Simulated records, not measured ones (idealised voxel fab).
Process module in this document: voxel capacitor over wiring
The width of the displayed cross-section, cut, is 165 nm; its cells are square, with a size of 5 nm.
A cross-section is written here as square cells arranged in a grid, and it is given in bands from the top down, each band taking up one or more rows of cells. Top height, bottom height, nm. Materials left to right, width each, nm. Single material + "throughout" = fills band edge to edge. "blank" = empty. It should be noted that heights are counted from 0, beneath which the wafer as supplied is of one material throughout, and that the lowest band possesses no lower boundary but continues downward, as written in "0 nm and below". When a width is written as two numbers, as in "30 to 40", the first number is the width in the top row of cells of the band and the second is the width in its bottom row, and the width changes by the same amount from each row to the next. What does "remained the same" mean for a step? It means no cell of the cross-section changed in that step. This entry, "Enclosed void list", enumerates those empty regions of no fewer than 8 cells that possess no open connection to the top. Each region is reported in the form width x height at distance, the distance being taken from the left edge, with all three quantities expressed in nm. Where a step's line continues beyond its settings, the continuation is a remark by the simulator itself on that step. You can add "overlay nm" to a step's line. For a step with a mask, it describes how far the mask lay to the right of its planned position, and a negative number describes a lay to the left.

-- Steps in the process plan
1 RECEIVE with material Si
2 CONFORMAL_DEP with material SiO2, thk nm 15
3 DIRECTIONAL_DEP with material TiN, thk nm 5
4 DIRECTIONAL_DEP with material W, thk nm 15
5 DIRECTIONAL_DEP with material aC, thk nm 10
6 PATTERN with tone cover, mask id METAL_1, material resist, width nm 30, pitch nm 80, thk nm 25, overlay nm 0
7 DIRECTIONAL_ETCH with etch materials aC, depth nm 10
8 STRIP with etch materials resist
9 DIRECTIONAL_ETCH with etch materials W, depth nm 15
10 DIRECTIONAL_ETCH with etch materials TiN, depth nm 5
11 STRIP with etch materials aC
12 CONFORMAL_DEP with material SiCN, thk nm 5
13 FILL_DEP with material lowk, thk nm 5
14 CMP with height nm 35
15 CONFORMAL_DEP with material SiCN, thk nm 5
16 DIRECTIONAL_DEP with material SiO2, thk nm 15
17 MASKED_ETCH with tone open, mask id PLUG_1, width nm 15, etch materials SiO2, depth nm 15, overlay nm 0
18 MASKED_ETCH with tone open, mask id PLUG_1, width nm 15, etch materials SiCN, depth nm 5, overlay nm 0
19 EPI with material Ru, thk nm 10
20 EPI with material Ru, thk nm 10
21 DIRECTIONAL_DEP with material TiN, thk nm 10
22 DIRECTIONAL_DEP with material SiN, thk nm 5
23 DIRECTIONAL_DEP with material TiN, thk nm 5
24 PATTERN with tone cover, mask id UPPER_PLATE, material resist, width nm 55, thk nm 15, overlay nm 0
25 DIRECTIONAL_ETCH with etch materials TiN, depth nm 5
26 DIRECTIONAL_ETCH with etch materials SiN, depth nm 5
27 STRIP with etch materials resist
28 MASKED_ETCH with tone cover, mask id LOWER_PLATE, width nm 65, etch materials TiN, depth nm 10, overlay nm 0
29 FILL_DEP with material SiO2, thk nm 15
30 CMP with height nm 85
31 MASKED_ETCH with tone open, mask id PLUG_2, width nm 15, etch materials SiO2, depth nm 10, overlay nm 0
32 CONFORMAL_DEP with material TiN, thk nm 5
33 FILL_DEP with material Cu, thk nm 5
34 CMP with height nm 85
35 CONFORMAL_DEP with material SiN, thk nm 5

-- first wafer, as planned

-- Cross-section: wafer on arrival = after step 1
	0 nm and below = Si throughout
	Enclosed void list: none

-- The wafer, seen in cross-section, after step 2
	15 nm to 0 nm = SiO2 throughout
	Beneath the level 0, the cross-section is identical to its previous state.

-- The wafer, seen in cross-section, after step 3
	20 nm to 15 nm = TiN throughout
	Beneath the level 15, the cross-section is identical to its previous state.

-- The wafer, seen in cross-section, after step 4
	35 nm to 20 nm = W throughout
	Beneath the level 20, the cross-section is identical to its previous state.

-- The wafer, seen in cross-section, after step 5
	45 nm to 35 nm = aC throughout
	Beneath the level 35, the cross-section is identical to its previous state.

-- The wafer, seen in cross-section, after step 6
	70 nm to 45 nm = blank (25) / resist (30) / blank (50) / resist (30) / blank (30)
	Beneath the level 45, the cross-section is identical to its previous state.

-- The wafer, seen in cross-section, after step 7
	60 nm to 45 nm = blank (25) / resist (30) / blank (50) / resist (30) / blank (30)
	45 nm to 35 nm = blank (25) / aC (30) / blank (50) / aC (30) / blank (30)
	Beneath the level 35, the cross-section is identical to its previous state.

-- The wafer, seen in cross-section, after step 8
	45 nm to 35 nm = blank (25) / aC (30) / blank (50) / aC (30) / blank (30)
	Beneath the level 35, the cross-section is identical to its previous state.

-- The wafer, seen in cross-section, after step 9
	45 nm to 35 nm = blank (25) / aC (30) / blank (50) / aC (30) / blank (30)
	35 nm to 20 nm = blank (25) / W (30) / blank (50) / W (30) / blank (30)
	Beneath the level 20, the cross-section is identical to its previous state.

-- The wafer, seen in cross-section, after step 10
	45 nm to 35 nm = blank (25) / aC (30) / blank (50) / aC (30) / blank (30)
	35 nm to 20 nm = blank (25) / W (30) / blank (50) / W (30) / blank (30)
	20 nm to 15 nm = blank (25) / TiN (30) / blank (50) / TiN (30) / blank (30)
	Beneath the level 15, the cross-section is identical to its previous state.

-- The wafer, seen in cross-section, after step 11
	35 nm to 20 nm = blank (25) / W (30) / blank (50) / W (30) / blank (30)
	Beneath the level 20, the cross-section is identical to its previous state.

-- The wafer, seen in cross-section, after step 12
	40 nm to 35 nm = blank (20) / SiCN (40) / blank (40) / SiCN (40) / blank (25)
	35 nm to 20 nm = blank (20) / SiCN (5) / W (30) / SiCN (5) / blank (40) / SiCN (5) / W (30) / SiCN (5) / blank (25)
	20 nm to 15 nm = SiCN (25) / TiN (30) / SiCN (50) / TiN (30) / SiCN (30)
	Beneath the level 15, the cross-section is identical to its previous state.

-- The wafer, seen in cross-section, after step 13
	45 nm to 40 nm = lowk throughout
	40 nm to 35 nm = lowk (20) / SiCN (40) / lowk (40) / SiCN (40) / lowk (25)
	35 nm to 20 nm = lowk (20) / SiCN (5) / W (30) / SiCN (5) / lowk (40) / SiCN (5) / W (30) / SiCN (5) / lowk (25)
	Beneath the level 20, the cross-section is identical to its previous state.

-- The wafer, seen in cross-section, after step 14
	35 nm to 20 nm = lowk (20) / SiCN (5) / W (30) / SiCN (5) / lowk (40) / SiCN (5) / W (30) / SiCN (5) / lowk (25)
	Beneath the level 20, the cross-section is identical to its previous state.

-- The wafer, seen in cross-section, after step 15
	40 nm to 35 nm = SiCN throughout
	Beneath the level 35, the cross-section is identical to its previous state.

-- The wafer, seen in cross-section, after step 16
	55 nm to 40 nm = SiO2 throughout
	Beneath the level 40, the cross-section is identical to its previous state.

-- The wafer, seen in cross-section, after step 17
	55 nm to 40 nm = SiO2 (40) / blank (15) / SiO2 (110)
	Beneath the level 40, the cross-section is identical to its previous state.

-- The wafer, seen in cross-section, after step 18
	55 nm to 40 nm = SiO2 (40) / blank (15) / SiO2 (110)
	40 nm to 35 nm = SiCN (40) / blank (15) / SiCN (110)
	Beneath the level 35, the cross-section is identical to its previous state.

-- The wafer, seen in cross-section, after step 19
	55 nm to 45 nm = SiO2 (40) / blank (15) / SiO2 (110)
	45 nm to 40 nm = SiO2 (40) / Ru (15) / SiO2 (110)
	40 nm to 35 nm = SiCN (40) / Ru (15) / SiCN (110)
	Beneath the level 35, the cross-section is identical to its previous state.

-- The wafer, seen in cross-section, after step 20
	55 nm to 40 nm = SiO2 (40) / Ru (15) / SiO2 (110)
	Beneath the level 40, the cross-section is identical to its previous state.

-- The wafer, seen in cross-section, after step 21
	65 nm to 55 nm = TiN throughout
	Beneath the level 55, the cross-section is identical to its previous state.

-- The wafer, seen in cross-section, after step 22
	70 nm to 65 nm = SiN throughout
	Beneath the level 65, the cross-section is identical to its previous state.

-- The wafer, seen in cross-section, after step 23
	75 nm to 70 nm = TiN throughout
	Beneath the level 70, the cross-section is identical to its previous state.

-- The wafer, seen in cross-section, after step 24
	90 nm to 75 nm = blank (40) / resist (55) / blank (70)
	Beneath the level 75, the cross-section is identical to its previous state.

-- The wafer, seen in cross-section, after step 25
	90 nm to 75 nm = blank (40) / resist (55) / blank (70)
	75 nm to 70 nm = blank (40) / TiN (55) / blank (70)
	Beneath the level 70, the cross-section is identical to its previous state.

-- The wafer, seen in cross-section, after step 26
	90 nm to 75 nm = blank (40) / resist (55) / blank (70)
	75 nm to 70 nm = blank (40) / TiN (55) / blank (70)
	70 nm to 65 nm = blank (40) / SiN (55) / blank (70)
	Beneath the level 65, the cross-section is identical to its previous state.

-- The wafer, seen in cross-section, after step 27
	75 nm to 70 nm = blank (40) / TiN (55) / blank (70)
	Beneath the level 70, the cross-section is identical to its previous state.

-- The wafer, seen in cross-section, after step 28
	75 nm to 70 nm = blank (40) / TiN (55) / blank (70)
	70 nm to 65 nm = blank (40) / SiN (55) / blank (70)
	65 nm to 55 nm = blank (35) / TiN (65) / blank (65)
	Beneath the level 55, the cross-section is identical to its previous state.

-- The wafer, seen in cross-section, after step 29
	90 nm to 75 nm = SiO2 throughout
	75 nm to 70 nm = SiO2 (40) / TiN (55) / SiO2 (70)
	70 nm to 65 nm = SiO2 (40) / SiN (55) / SiO2 (70)
	65 nm to 55 nm = SiO2 (35) / TiN (65) / SiO2 (65)
	Beneath the level 55, the cross-section is identical to its previous state.

-- The wafer, seen in cross-section, after step 30
	85 nm to 75 nm = SiO2 throughout
	Beneath the level 75, the cross-section is identical to its previous state.

-- The wafer, seen in cross-section, after step 31
	85 nm to 75 nm = SiO2 (50) / blank (15) / SiO2 (100)
	Beneath the level 75, the cross-section is identical to its previous state.

-- The wafer, seen in cross-section, after step 32
	90 nm to 85 nm = TiN (55) / blank (5) / TiN (105)
	85 nm to 80 nm = SiO2 (50) / TiN (5) / blank (5) / TiN (5) / SiO2 (100)
	80 nm to 70 nm = SiO2 (50 to 40) / TiN (15 to 55) / SiO2 (100 to 70)
	Beneath the level 70, the cross-section is identical to its previous state.

-- The wafer, seen in cross-section, after step 33
	95 nm to 90 nm = Cu throughout
	90 nm to 85 nm = TiN (55) / Cu (5) / TiN (105)
	85 nm to 80 nm = SiO2 (50) / TiN (5) / Cu (5) / TiN (5) / SiO2 (100)
	Beneath the level 80, the cross-section is identical to its previous state.

-- The wafer, seen in cross-section, after step 34
	85 nm to 80 nm = SiO2 (50) / TiN (5) / Cu (5) / TiN (5) / SiO2 (100)
	Beneath the level 80, the cross-section is identical to its previous state.

-- The wafer, seen in cross-section, after step 35
	90 nm to 85 nm = SiN throughout
	Beneath the level 85, the cross-section is identical to its previous state.

-- Second wafer - shared start and plan with the first - one error in running - same as the first up to step 27 inclusive

-- The second wafer in cross-section, at the planned close of step 28
	70 nm to 65 nm = blank (40) / SiN (55) / blank (70)
	65 nm to 55 nm = TiN (35) / blank (5) / TiN (55) / blank (5) / TiN (65)
	Beneath the level 55, the cross-section is identical to its previous state.

-- The second wafer in cross-section, at the planned close of step 29
	85 nm to 70 nm = SiO2 throughout
	70 nm to 65 nm = SiO2 (40) / SiN (55) / SiO2 (70)
	65 nm to 55 nm = TiN (35) / SiO2 (5) / TiN (55) / SiO2 (5) / TiN (65)
	Beneath the level 55, the cross-section is identical to its previous state.

The second wafer in cross-section, at the planned close of step 30: remained the same

-- The second wafer in cross-section, at the planned close of step 31
	85 nm to 75 nm = SiO2 (50) / blank (15) / SiO2 (100)
	Beneath the level 75, the cross-section is identical to its previous state.

-- The second wafer in cross-section, at the planned close of step 32
	90 nm to 85 nm = TiN (55) / blank (5) / TiN (105)
	85 nm to 80 nm = SiO2 (50) / TiN (5) / blank (5) / TiN (5) / SiO2 (100)
	80 nm to 75 nm = SiO2 (50) / TiN (15) / SiO2 (100)
	Beneath the level 75, the cross-section is identical to its previous state.

-- The second wafer in cross-section, at the planned close of step 33
	95 nm to 90 nm = Cu throughout
	90 nm to 85 nm = TiN (55) / Cu (5) / TiN (105)
	85 nm to 80 nm = SiO2 (50) / TiN (5) / Cu (5) / TiN (5) / SiO2 (100)
	Beneath the level 80, the cross-section is identical to its previous state.

-- The second wafer in cross-section, at the planned close of step 34
	85 nm to 80 nm = SiO2 (50) / TiN (5) / Cu (5) / TiN (5) / SiO2 (100)
	Beneath the level 80, the cross-section is identical to its previous state.

-- The second wafer in cross-section, at the planned close of step 35
	90 nm to 85 nm = SiN throughout
	Beneath the level 85, the cross-section is identical to its previous state.
Here's what went sideways: step 28: run off-plan, actual operation and settings MASKED_ETCH with tone open, mask id LOWER_PLATE, width nm 65, etch materials TiN, depth nm 10, overlay nm 0
Cell-count delta at end, second wafer over first, by material: -25 SiO2, +25 TiN
